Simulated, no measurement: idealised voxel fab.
The following process module bears the name voxel gate over fins.
Cross-sectional view cut (width: 230 nm; square cell size: 5 nm).
A cross-section is a grid of square cells, given in bands from the top down. A band is one or more rows of cells.
Top, bottom (nm), then materials left to right with widths (nm); lone material tagged "everywhere" fills the whole band edge to edge; "blank" = empty space.
For the purposes of this specification, 0 denotes the height below which the wafer in its as-received condition is composed wholly of one material, and the lowermost band, lacking a lower limit, extends downward without end, as expressed in "0..down".
With a width like "30 to 40", each row of cells in the band differs from the next by the same amount, the top row carrying the first number and the bottom row the second.
For the purposes of this document, the phrase "remains unaltered" attached to a step denotes that no cell within the cross-section was modified by that step.
Each empty space that has no open way to the top and spans at least 8 cells appears under "Fully sealed voids" as width x height at distance, the distance counted from the left edge, all in nm.
Whatever follows a step's settings on its line is a remark the simulator itself makes about that step.
A step line may carry the setting "overlay nm", which, for steps involving a mask, states the distance by which the mask lay to the right of its intended position; negative values denote displacement to the left.
### Here's what the planned process steps look like
1. RECEIVE (material Si)
2. CONFORMAL_DEP (material SiN; thk nm 5)
3. PATTERN (tone cover; mask id FINS; material resist; width nm 15; pitch nm 50; thk nm 20; overlay nm -15)
4. DIRECTIONAL_ETCH (etch materials SiN; depth nm 5)
5. DIRECTIONAL_ETCH (etch materials Si; depth nm 40)
6. STRIP (etch materials resist)
7. OXIDIZE (depth nm 5)
8. FILL_DEP (material SiO2; thk nm 10)
9. CMP (height nm 5)
10. DIRECTIONAL_DEP (material aC; thk nm 10)
11. PATTERN (tone open; mask id RAIL; material resist; width nm 15; thk nm 25; overlay nm 0)
12. DIRECTIONAL_ETCH (etch materials aC; depth nm 10)
13. STRIP (etch materials resist)
14. DIRECTIONAL_ETCH (etch materials SiO2; depth nm 40)
15. STRIP (etch materials aC)
16. CONFORMAL_DEP (material TiN; thk nm 5)
17. FILL_DEP (material W; thk nm 10)
18. CMP (height nm 5)
19. SELECTIVE_ETCH (etch materials W Ru TiN; depth nm 25)
20. FILL_DEP (material SiO2; thk nm 5)
21. CMP (height nm 5)
22. SELECTIVE_ETCH (etch materials SiO2; depth nm 20)
23. STRIP (etch materials SiN)
24. CONFORMAL_DEP (material HfO2; thk nm 5)
25. CONFORMAL_DEP (material TiN; thk nm 5)
26. CONFORMAL_DEP (material TiAl; thk nm 5)
27. CONFORMAL_DEP (material TiN; thk nm 5)
28. FILL_DEP (material W; thk nm 15)
29. CMP (height nm 30)
30. CONFORMAL_DEP (material SiN; thk nm 5)
Keep in mind the plan's value for the overlay nm of step 3 comes from the first wafer; the wafers don't share that setting, but they do share the same starting point.
### Cut through the first of several wafers as received, post step 1
> 0..down: Si everywhere
> Fully sealed voids: none
### Cross-section after step 30, the final step of the module, for the first of several wafers
> 35..30: SiN everywhere
> 30..20: W everywhere
> 20..15: 50 nm W, then 45 nm TiN, then 5 nm W, then 45 nm TiN, then 85 nm W
> 15..10: 50 nm W, then 5 nm TiN, then 35 nm TiAl, then 5 nm TiN, then 5 nm W, then 5 nm TiN, then 35 nm TiAl, then 5 nm TiN, then 85 nm W
> 10..5: 50 nm W, then 5 nm TiN, then 5 nm TiAl, then 25 nm TiN, then 5 nm TiAl, then 5 nm TiN, then 5 nm W, then 5 nm TiN, then 5 nm TiAl, then 25 nm TiN, then 5 nm TiAl, then 5 nm TiN, then 85 nm W
> 5..0: 55 nm TiN, then 5 nm TiAl, then 5 nm TiN, then 15 nm HfO2, then 5 nm TiN, then 5 nm TiAl, then 15 nm TiN, then 5 nm TiAl, then 5 nm TiN, then 15 nm HfO2, then 5 nm TiN, then 5 nm TiAl, then 90 nm TiN
> 0..-5: 60 nm TiAl, then 5 nm TiN, then 5 nm HfO2, then 5 nm Si, then 5 nm HfO2, then 5 nm TiN, then 25 nm TiAl, then 5 nm TiN, then 5 nm HfO2, then 5 nm Si, then 5 nm HfO2, then 5 nm TiN, then 95 nm TiAl
> -5..-10: 65 nm TiN, then 5 nm HfO2, then 5 nm Si, then 5 nm HfO2, then 35 nm TiN, then 5 nm HfO2, then 5 nm Si, then 5 nm HfO2, then 100 nm TiN
> -10..-15: 70 nm HfO2, then 5 nm Si, then 45 nm HfO2, then 5 nm Si, then 105 nm HfO2
> -15..-20: 70 nm SiO2, then 5 nm Si, then 45 nm SiO2, then 5 nm Si, then 105 nm SiO2
> -20..-35: 70 nm SiO2, then 5 nm Si, then 30 nm SiO2, then 10 nm TiN, then 5 nm SiO2, then 5 nm Si, then 105 nm SiO2
> -35..-45: 70 nm SiO2, then 5 nm Si, then 45 nm SiO2, then 5 nm Si, then 105 nm SiO2
> -45..down: Si everywhere
> Fully sealed voids: none
### A cross-section through the last wafer at the close of the module
> 35..30: SiN everywhere
> 30..20: W everywhere
> 20..15: 80 nm W, then 45 nm TiN, then 5 nm W, then 45 nm TiN, then 55 nm W
> 15..10: 80 nm W, then 5 nm TiN, then 35 nm TiAl, then 5 nm TiN, then 5 nm W, then 5 nm TiN, then 35 nm TiAl, then 5 nm TiN, then 55 nm W
> 10..5: 80 nm W, then 5 nm TiN, then 5 nm TiAl, then 25 nm TiN, then 5 nm TiAl, then 5 nm TiN, then 5 nm W, then 5 nm TiN, then 5 nm TiAl, then 25 nm TiN, then 5 nm TiAl, then 5 nm TiN, then 55 nm W
> 5..0: 85 nm TiN, then 5 nm TiAl, then 5 nm TiN, then 15 nm HfO2, then 5 nm TiN, then 5 nm TiAl, then 15 nm TiN, then 5 nm TiAl, then 5 nm TiN, then 15 nm HfO2, then 5 nm TiN, then 5 nm TiAl, then 60 nm TiN
> 0..-5: 90 nm TiAl, then 5 nm TiN, then 5 nm HfO2, then 5 nm Si, then 5 nm HfO2, then 5 nm TiN, then 25 nm TiAl, then 5 nm TiN, then 5 nm HfO2, then 5 nm Si, then 5 nm HfO2, then 5 nm TiN, then 65 nm TiAl
> -5..-10: 95 nm TiN, then 5 nm HfO2, then 5 nm Si, then 5 nm HfO2, then 35 nm TiN, then 5 nm HfO2, then 5 nm Si, then 5 nm HfO2, then 70 nm TiN
> -10..-15: 100 nm HfO2, then 5 nm Si, then 45 nm HfO2, then 5 nm Si, then 75 nm HfO2
> -15..-20: 100 nm SiO2, then 5 nm Si, then 45 nm SiO2, then 5 nm Si, then 75 nm SiO2
> -20..-35: 100 nm SiO2, then 5 nm Si, then 5 nm SiO2, then 10 nm TiN, then 30 nm SiO2, then 5 nm Si, then 75 nm SiO2
> -35..-45: 100 nm SiO2, then 5 nm Si, then 45 nm SiO2, then 5 nm Si, then 75 nm SiO2
> -45..down: Si everywhere
> Fully sealed voids: none
### Below, a row for every wafer. Read it as the end-of-module picture: for each material the wafer shows its cells gained (+) or lost (-) since it was received, and then its closed voids
overlay nm -15 | +58 HfO2 | -396 Si | +46 SiN | +258 SiO2 | +58 TiAl | +122 TiN | +176 W | Fully sealed voids: none
overlay nm -10 | +58 HfO2 | -396 Si | +46 SiN | +255 SiO2 | +58 TiAl | +123 TiN | +178 W | Fully sealed voids: none
overlay nm -5 | +58 HfO2 | -396 Si | +46 SiN | +255 SiO2 | +58 TiAl | +123 TiN | +178 W | Fully sealed voids: none
overlay nm 0 | +58 HfO2 | -396 Si | +46 SiN | +255 SiO2 | +58 TiAl | +123 TiN | +178 W | Fully sealed voids: none
overlay nm 5 | +58 HfO2 | -396 Si | +46 SiN | +255 SiO2 | +58 TiAl | +123 TiN | +178 W | Fully sealed voids: none
overlay nm 10 | +58 HfO2 | -396 Si | +46 SiN | +255 SiO2 | +58 TiAl | +123 TiN | +178 W | Fully sealed voids: none
overlay nm 15 | +58 HfO2 | -396 Si | +46 SiN | +258 SiO2 | +58 TiAl | +122 TiN | +176 W | Fully sealed voids: none
